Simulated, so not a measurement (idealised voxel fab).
The process module that follows is named voxel trench capacitor.
The cross-section on display is named cut; it measures 245 nm wide, and its cells are 5 nm squares.
We lay out every cross-section as a grid of square cells and spell it out in bands from the top down, where one band means one or more rows of cells. Basically the band line says how high the top is and how high the bottom is, in nm, and then what's in it from left to right, every material with its width in nm. Empty space shows up as "air", and if a single material carries "all across" it runs the full band edge to edge. Height 0 is the level under which the wafer as received is all one material. The lowest band goes on downwards, as in "from 0 down". The width entry "30 to 40" should be interpreted row by row: the top row of cells in the band takes the first number, the bottom row takes the second number, and the change between adjacent rows is uniform throughout. Given "no alteration" for a step, no cell of the cross-section differs between before and after that step. Entry "Internal closed voids" = empty spaces >= 8 cells with no open way to the top; each as width x height at distance, distance from left edge, all nm. after a step's settings: what the simulator itself notes on the step. If you see "overlay nm" on a step's line and that step has a mask, it's telling you how far right of where it was planned the mask ended up; a negative number means it went left instead.
Steps in the process plan
1: RECEIVE [material Si]
2: CONFORMAL_DEP [material SiN] [thk nm 10]
3: PATTERN [tone open] [mask id TRENCH] [material resist] [width nm 25] [pitch nm 55] [thk nm 20] [overlay nm 0]
4: DIRECTIONAL_ETCH [etch materials SiN] [depth nm 10]
5: DIRECTIONAL_ETCH [etch materials Si] [depth nm 25]
6: STRIP [etch materials resist]
7: CONFORMAL_DEP [material Al2O3] [thk nm 5]
8: CONFORMAL_DEP [material TiN] [thk nm 5]
9: FILL_DEP [material W] [thk nm 10]
10: CMP [height nm 10]
First of two wafers: run as planned
Wafer as received: cross-section following step 1
from 0 down  Si all across
Internal closed voids: none
The following cross-section depicts the wafer upon completion of step 2
from 10 to 0  SiN all across
Under the height 0 nothing was changed.
The following cross-section depicts the wafer upon completion of step 3
from 30 to 10  55 resist; 25 air; 30 resist; 25 air; 30 resist; 25 air; 55 resist
Under the height 10 nothing was changed.
The following cross-section depicts the wafer upon completion of step 4
from 30 to 10  55 resist; 25 air; 30 resist; 25 air; 30 resist; 25 air; 55 resist
from 10 to 0  55 SiN; 25 air; 30 SiN; 25 air; 30 SiN; 25 air; 55 SiN
Under the height 0 nothing was changed.
The following cross-section depicts the wafer upon completion of step 5
from 30 to 10  55 resist; 25 air; 30 resist; 25 air; 30 resist; 25 air; 55 resist
from 10 to 0  55 SiN; 25 air; 30 SiN; 25 air; 30 SiN; 25 air; 55 SiN
from 0 to -25  55 Si; 25 air; 30 Si; 25 air; 30 Si; 25 air; 55 Si
Under the height -25 nothing was changed.
The following cross-section depicts the wafer upon completion of step 6
from 10 to 0  55 SiN; 25 air; 30 SiN; 25 air; 30 SiN; 25 air; 55 SiN
Under the height 0 nothing was changed.
The following cross-section depicts the wafer upon completion of step 7
from 15 to 10  60 Al2O3; 15 air; 40 Al2O3; 15 air; 40 Al2O3; 15 air; 60 Al2O3
from 10 to 0  55 SiN; 5 Al2O3; 15 air; 5 Al2O3; 30 SiN; 5 Al2O3; 15 air; 5 Al2O3; 30 SiN; 5 Al2O3; 15 air; 5 Al2O3; 55 SiN
from 0 to -20  55 Si; 5 Al2O3; 15 air; 5 Al2O3; 30 Si; 5 Al2O3; 15 air; 5 Al2O3; 30 Si; 5 Al2O3; 15 air; 5 Al2O3; 55 Si
from -20 to -25  55 Si; 25 Al2O3; 30 Si; 25 Al2O3; 30 Si; 25 Al2O3; 55 Si
Under the height -25 nothing was changed.
The following cross-section depicts the wafer upon completion of step 8
from 20 to 15  65 TiN; 5 air; 50 TiN; 5 air; 50 TiN; 5 air; 65 TiN
from 15 to 10  60 Al2O3; 5 TiN; 5 air; 5 TiN; 40 Al2O3; 5 TiN; 5 air; 5 TiN; 40 Al2O3; 5 TiN; 5 air; 5 TiN; 60 Al2O3
from 10 to 0  55 SiN; 5 Al2O3; 5 TiN; 5 air; 5 TiN; 5 Al2O3; 30 SiN; 5 Al2O3; 5 TiN; 5 air; 5 TiN; 5 Al2O3; 30 SiN; 5 Al2O3; 5 TiN; 5 air; 5 TiN; 5 Al2O3; 55 SiN
from 0 to -15  55 Si; 5 Al2O3; 5 TiN; 5 air; 5 TiN; 5 Al2O3; 30 Si; 5 Al2O3; 5 TiN; 5 air; 5 TiN; 5 Al2O3; 30 Si; 5 Al2O3; 5 TiN; 5 air; 5 TiN; 5 Al2O3; 55 Si
from -15 to -20  55 Si; 5 Al2O3; 15 TiN; 5 Al2O3; 30 Si; 5 Al2O3; 15 TiN; 5 Al2O3; 30 Si; 5 Al2O3; 15 TiN; 5 Al2O3; 55 Si
Under the height -20 nothing was changed.
The following cross-section depicts the wafer upon completion of step 9
from 30 to 20  W all across
from 20 to 15  65 TiN; 5 W; 50 TiN; 5 W; 50 TiN; 5 W; 65 TiN
from 15 to 10  60 Al2O3; 5 TiN; 5 W; 5 TiN; 40 Al2O3; 5 TiN; 5 W; 5 TiN; 40 Al2O3; 5 TiN; 5 W; 5 TiN; 60 Al2O3
from 10 to 0  55 SiN; 5 Al2O3; 5 TiN; 5 W; 5 TiN; 5 Al2O3; 30 SiN; 5 Al2O3; 5 TiN; 5 W; 5 TiN; 5 Al2O3; 30 SiN; 5 Al2O3; 5 TiN; 5 W; 5 TiN; 5 Al2O3; 55 SiN
from 0 to -15  55 Si; 5 Al2O3; 5 TiN; 5 W; 5 TiN; 5 Al2O3; 30 Si; 5 Al2O3; 5 TiN; 5 W; 5 TiN; 5 Al2O3; 30 Si; 5 Al2O3; 5 TiN; 5 W; 5 TiN; 5 Al2O3; 55 Si
Under the height -15 nothing was changed.
The following cross-section depicts the wafer upon completion of step 10
from 10 to 0  55 SiN; 5 Al2O3; 5 TiN; 5 W; 5 TiN; 5 Al2O3; 30 SiN; 5 Al2O3; 5 TiN; 5 W; 5 TiN; 5 Al2O3; 30 SiN; 5 Al2O3; 5 TiN; 5 W; 5 TiN; 5 Al2O3; 55 SiN
Under the height 0 nothing was changed.
Second wafer. Start and plan as for the first. One mistake made in running. Agrees with the first up to and including step 1
The second wafer in cross-section, at the planned close of step 2
from 10 to 0  Al2O3 all across
Under the height 0 nothing was changed.
The second wafer in cross-section, at the planned close of step 3
from 30 to 10  55 resist; 25 air; 30 resist; 25 air; 30 resist; 25 air; 55 resist
Under the height 10 nothing was changed.
The second wafer in cross-section, at the planned close of step 4: no alteration
The second wafer in cross-section, at the planned close of step 5: no alteration
The second wafer in cross-section, at the planned close of step 6
from 10 to 0  Al2O3 all across
Under the height 0 nothing was changed.
The second wafer in cross-section, at the planned close of step 7
from 15 to 0  Al2O3 all across
Under the height 0 nothing was changed.
The second wafer in cross-section, at the planned close of step 8
from 20 to 15  TiN all across
Under the height 15 nothing was changed.
The second wafer in cross-section, at the planned close of step 9
from 30 to 20  W all across
Under the height 20 nothing was changed.
The second wafer in cross-section, at the planned close of step 10
from 10 to 0  Al2O3 all across
Under the height 0 nothing was changed.
Which mistake was made when the wafer was run? not per plan at step 2, really ran CONFORMAL_DEP [material Al2O3] [thk nm 10]
FYI, end of process, the second wafer has more or fewer cells of some materials than the first: +47 Al2O3, +75 Si, -68 SiN, -39 TiN, -15 W
